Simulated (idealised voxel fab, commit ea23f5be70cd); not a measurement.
The following is a process module called voxel double patterning.
Displayed cross-section: cut, width of 215 nm, square cells sized 5 nm.
Square cells in a grid make up a cross-section in this document, and the grid is given as bands, listed from the top down, each one or more rows of cells. It is stipulated that each band's entry specify, in nanometres, the height of the top of the band and then that of its bottom, followed by the materials of the band in left-to-right sequence, each together with its width in nanometres. A single material marked by the word "edge to edge" is understood to fill the band from edge to edge; the word "blank" is understood to denote empty space. Heads up on the height convention: 0 is the point under which the incoming wafer is all one material, and the lowest band has no bottom, it just keeps going down, like "top 0, no bottom". A two-number width, for instance "30..40", indicates that the width is equal to the first number in the top row of the band and to the second number in the bottom row, and that it changes by a constant amount per row of cells. Where a step carries "left unchanged", the cross-section came out of it unchanged, cell for cell. Closed-off voids of 8+ cells (no open route to the top) go in "Cavities, closed", written width x height at distance from the left edge, in nm. It should be noted that, on the line of a given step, the content following the step's settings is a remark produced by the simulator itself with respect to that step. A step's line can hold "overlay nm"; with a mask on that step, the setting says how far right of the planned place the mask lay, while a negative setting says it lay to the left.
PLAN
1 RECEIVE | material Si
2 CONFORMAL_DEP | material SiO2 | thk nm 10
3 DIRECTIONAL_DEP | material polySi | thk nm 10
4 DIRECTIONAL_DEP | material SiCN | thk nm 10
5 PATTERN | tone open | mask id FIRST | material resist | width nm 15 | pitch nm 50 | thk nm 15 | overlay nm 0
6 DIRECTIONAL_ETCH | etch materials SiCN | depth nm 10
7 STRIP | etch materials resist
8 DIRECTIONAL_DEP | material aC | thk nm 10
9 PATTERN | tone open | mask id SECOND | material resist | width nm 15 | pitch nm 50 | thk nm 30 | overlay nm -15
10 DIRECTIONAL_ETCH | etch materials aC | depth nm 10
11 STRIP | etch materials resist
12 DIRECTIONAL_ETCH | etch materials SiCN | depth nm 10
13 STRIP | etch materials aC
14 DIRECTIONAL_ETCH | etch materials polySi | depth nm 10
15 STRIP | etch materials SiCN
Wafers differ in overlay nm at step 9; plan lists the first wafer's value; identical starting state.
SO THIS IS THE FIRST OF SEVERAL WAFERS, CROSS-SECTIONED AS IT CAME TO US, MEANING IT'S AT THE END OF STEP 1
> top 0, no bottom | Si edge to edge
> Cavities, closed: none
THE FOLLOWING TABLE CONTAINS A ROW PER WAFER, IN WHICH ARE REPORTED, AT THE CONCLUSION OF THE MODULE, THE CELLS OF EACH MATERIAL GAINED (+) OR LOST (-) SINCE THE WAFER'S RECEIPT, WITH ITS CLOSED VOIDS GIVEN THEREAFTER
overlay nm -15; +86 SiO2; +60 polySi; Cavities, closed: none
overlay nm -10; +86 SiO2; +56 polySi; Cavities, closed: none
overlay nm -5; +86 SiO2; +56 polySi; Cavities, closed: none
overlay nm 0; +86 SiO2; +56 polySi; Cavities, closed: none
overlay nm 5; +86 SiO2; +56 polySi; Cavities, closed: none
overlay nm 10; +86 SiO2; +56 polySi; Cavities, closed: none
overlay nm 15; +86 SiO2; +60 polySi; Cavities, closed: none
